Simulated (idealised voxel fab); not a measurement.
process module | voxel wiring stack
cross-section cut | 215 nm wide | cells 5 nm
A cross-section is a grid of square cells, given in bands from the top down. A band is one or more rows of cells.
Each band's line starts with the height of the band's top and of its bottom, in nm. Then come its materials from left to right, each with its width in nm. One material with "throughout" fills the band from edge to edge. "air" is empty space.
Height 0 is the level under which the wafer as received is all one material. The lowest band goes on downwards, as in "0 down".
A width such as "30 to 40" changes by the same amount from each row of cells to the next, from the band's top row to its bottom row.
"no change" after a step means that no cell of the cross-section changed.
closed voids: empty space of 8 cells or more with no open way to the top, each as width x height at its distance from the left edge, in nm
after a step's settings: what the simulator itself notes on the step
overlay nm, on a step with a mask: how far to the right of its planned place the mask lay; to the left if negative
plan
1 op RECEIVE | material Si
2 op CONFORMAL_DEP | material SiO2 | thk nm 15
3 op CONFORMAL_DEP | material SiN | thk nm 5
4 op DIRECTIONAL_DEP | material lowk | thk nm 15
5 op MASKED_ETCH | tone open | mask id METAL_1 | width nm 25 | pitch nm 45 | etch materials lowk | depth nm 15 | overlay nm 0
6 op MASKED_ETCH | tone open | mask id METAL_1 | width nm 25 | pitch nm 45 | etch materials SiN | depth nm 5 | overlay nm 0
7 op CONFORMAL_DEP | material TiN | thk nm 5
8 op FILL_DEP | material Cu | thk nm 5
9 op CMP | height nm 35
10 op CONFORMAL_DEP | material SiCN | thk nm 5
11 op DIRECTIONAL_DEP | material SiO2 | thk nm 25
12 op DIRECTIONAL_DEP | material aC | thk nm 10
13 op PATTERN | tone open | mask id METAL_2_HOLES | material resist | width nm 15 | pitch nm 45 | thk nm 25 | overlay nm 0
14 op DIRECTIONAL_ETCH | etch materials aC | depth nm 10
15 op STRIP | etch materials resist
16 op DIRECTIONAL_ETCH | etch materials SiO2 | depth nm 25
17 op STRIP | etch materials aC
18 op MASKED_ETCH | tone open | mask id METAL_2 | width nm 25 | pitch nm 45 | etch materials SiO2 | depth nm 15 | overlay nm 0
19 op MASKED_ETCH | tone open | mask id METAL_2 | width nm 25 | pitch nm 45 | etch materials SiCN | depth nm 5 | overlay nm 0
20 op CONFORMAL_DEP | material TiN | thk nm 5
21 op FILL_DEP | material Ru | thk nm 10
22 op CMP | height nm 65
23 op CONFORMAL_DEP | material SiCN | thk nm 5
24 op DIRECTIONAL_DEP | material SiO2 | thk nm 15
25 op MASKED_ETCH | tone open | mask id PLUG_2 | width nm 15 | etch materials SiO2 | depth nm 15 | overlay nm 0
26 op MASKED_ETCH | tone open | mask id PLUG_2 | width nm 15 | etch materials SiCN | depth nm 5 | overlay nm 0
27 op EPI | material Ru | thk nm 10
28 op EPI | material Ru | thk nm 10
29 op DIRECTIONAL_DEP | material TiN | thk nm 5
30 op DIRECTIONAL_DEP | material Ru | thk nm 20
31 op DIRECTIONAL_DEP | material aC | thk nm 10
32 op PATTERN | tone cover | mask id METAL_3 | material resist | width nm 25 | pitch nm 45 | thk nm 25 | overlay nm 0
33 op DIRECTIONAL_ETCH | etch materials aC | depth nm 10
34 op STRIP | etch materials resist
35 op DIRECTIONAL_ETCH | etch materials Ru | depth nm 20
36 op DIRECTIONAL_ETCH | etch materials TiN | depth nm 5
37 op STRIP | etch materials aC
38 op FILL_DEP | material SiO2 | thk nm 5
39 op CMP | height nm 110
40 op CONFORMAL_DEP | material SiCN | thk nm 5
41 op DIRECTIONAL_DEP | material lowk | thk nm 25
42 op MASKED_ETCH | tone open | mask id METAL_4 | width nm 25 | pitch nm 45 | etch materials lowk | depth nm 15 | overlay nm 0
43 op DIRECTIONAL_DEP | material aC | thk nm 15
44 op PATTERN | tone open | mask id METAL_4_HOLES | material resist | width nm 15 | thk nm 35 | overlay nm -15
45 op DIRECTIONAL_ETCH | etch materials aC | depth nm 15
46 op STRIP | etch materials resist
47 op DIRECTIONAL_ETCH | etch materials lowk | depth nm 10
48 op DIRECTIONAL_ETCH | etch materials SiCN | depth nm 5
49 op STRIP | etch materials aC
50 op CONFORMAL_DEP | material TiN | thk nm 5
51 op FILL_DEP | material Cu | thk nm 10
52 op CMP | height nm 140
53 op CONFORMAL_DEP | material SiCN | thk nm 5
varied across the wafers: overlay nm of step 44. The plan shows the first wafer's value. All wafers start alike
first wafer as received, after step 1
  0 down: Si throughout
  closed voids: none
first wafer at the end, after step 53
  145 to 140: SiCN throughout
  140 to 130: lowk 55 | TiN 5 to 20 | Cu 30 to 15 | TiN 5 | lowk 20 | TiN 5 | Cu 15 | TiN 5 | lowk 75
  130 to 125: lowk 70 | TiN 25 | lowk 20 | TiN 25 | lowk 75
  125 to 115: lowk throughout
  115 to 110: SiCN throughout
  110 to 90: SiO2 70 | Ru 25 | SiO2 20 | Ru 25 | SiO2 75
  90 to 85: SiO2 70 | TiN 25 | SiO2 20 | TiN 25 | SiO2 75
  85 to 70: SiO2 70 | Ru 15 | SiO2 130
  70 to 65: SiCN 70 | Ru 15 | SiCN 130
  65 to 55: SiO2 70 | TiN 5 | Ru 15 | TiN 5 | SiO2 20 | TiN 5 | Ru 15 | TiN 5 | SiO2 75
  55 to 50: SiO2 70 | TiN 5 | Ru 5 | TiN 15 | SiO2 20 | TiN 5 | Ru 5 | TiN 15 | SiO2 75
  50 to 40: SiO2 70 | TiN 5 | Ru 5 | TiN 5 | SiO2 30 | TiN 5 | Ru 5 | TiN 5 | SiO2 85
  40 to 35: SiCN 70 | TiN 15 | SiCN 30 | TiN 15 | SiCN 85
  35 to 20: lowk 70 | TiN 5 | Cu 15 | TiN 5 | lowk 20 | TiN 5 | Cu 15 | TiN 5 | lowk 75
  20 to 15: SiN 70 | TiN 25 | SiN 20 | TiN 25 | SiN 75
  15 to 0: SiO2 throughout
  0 down: Si throughout
  closed voids: none
last wafer at the end
  145 to 140: SiCN throughout
  140 to 130: lowk 70 | TiN 5 | Cu 20 to 15 | TiN 5 to 10 | lowk 15 | TiN 5 | Cu 15 | TiN 5 | lowk 75
  130 to 125: lowk 70 | TiN 25 | lowk 20 | TiN 25 | lowk 75
  125 to 115: lowk 85 | TiN 10 | lowk 120
  115 to 110: SiCN 85 | TiN 10 | SiCN 120
  110 to 90: SiO2 70 | Ru 25 | SiO2 20 | Ru 25 | SiO2 75
  90 to 85: SiO2 70 | TiN 25 | SiO2 20 | TiN 25 | SiO2 75
  85 to 70: SiO2 70 | Ru 15 | SiO2 130
  70 to 65: SiCN 70 | Ru 15 | SiCN 130
  65 to 55: SiO2 70 | TiN 5 | Ru 15 | TiN 5 | SiO2 20 | TiN 5 | Ru 15 | TiN 5 | SiO2 75
  55 to 50: SiO2 70 | TiN 5 | Ru 5 | TiN 15 | SiO2 20 | TiN 5 | Ru 5 | TiN 15 | SiO2 75
  50 to 40: SiO2 70 | TiN 5 | Ru 5 | TiN 5 | SiO2 30 | TiN 5 | Ru 5 | TiN 5 | SiO2 85
  40 to 35: SiCN 70 | TiN 15 | SiCN 30 | TiN 15 | SiCN 85
  35 to 20: lowk 70 | TiN 5 | Cu 15 | TiN 5 | lowk 20 | TiN 5 | Cu 15 | TiN 5 | lowk 75
  20 to 15: SiN 70 | TiN 25 | SiN 20 | TiN 25 | SiN 75
  15 to 0: SiO2 throughout
  0 down: Si throughout
  closed voids: none
each wafer at the end: cells of each material gained (+) or lost (-) since it was received, then its closed voids
overlay nm -15 | +33 Cu | +70 Ru | +163 SiCN | +33 SiN | +587 SiO2 | +83 TiN | +278 lowk | closed voids: none
overlay nm -10 | +32 Cu | +70 Ru | +162 SiCN | +33 SiN | +587 SiO2 | +85 TiN | +278 lowk | closed voids: none
overlay nm -5 | +31 Cu | +70 Ru | +161 SiCN | +33 SiN | +587 SiO2 | +87 TiN | +278 lowk | closed voids: none
overlay nm 0 | +33 Cu | +70 Ru | +160 SiCN | +33 SiN | +587 SiO2 | +86 TiN | +278 lowk | closed voids: none
overlay nm 5 | +33 Cu | +70 Ru | +160 SiCN | +33 SiN | +587 SiO2 | +86 TiN | +278 lowk | closed voids: none
overlay nm 10 | +33 Cu | +70 Ru | +160 SiCN | +33 SiN | +587 SiO2 | +86 TiN | +278 lowk | closed voids: none
overlay nm 15 | +31 Cu | +70 Ru | +161 SiCN | +33 SiN | +587 SiO2 | +87 TiN | +278 lowk | closed voids: none
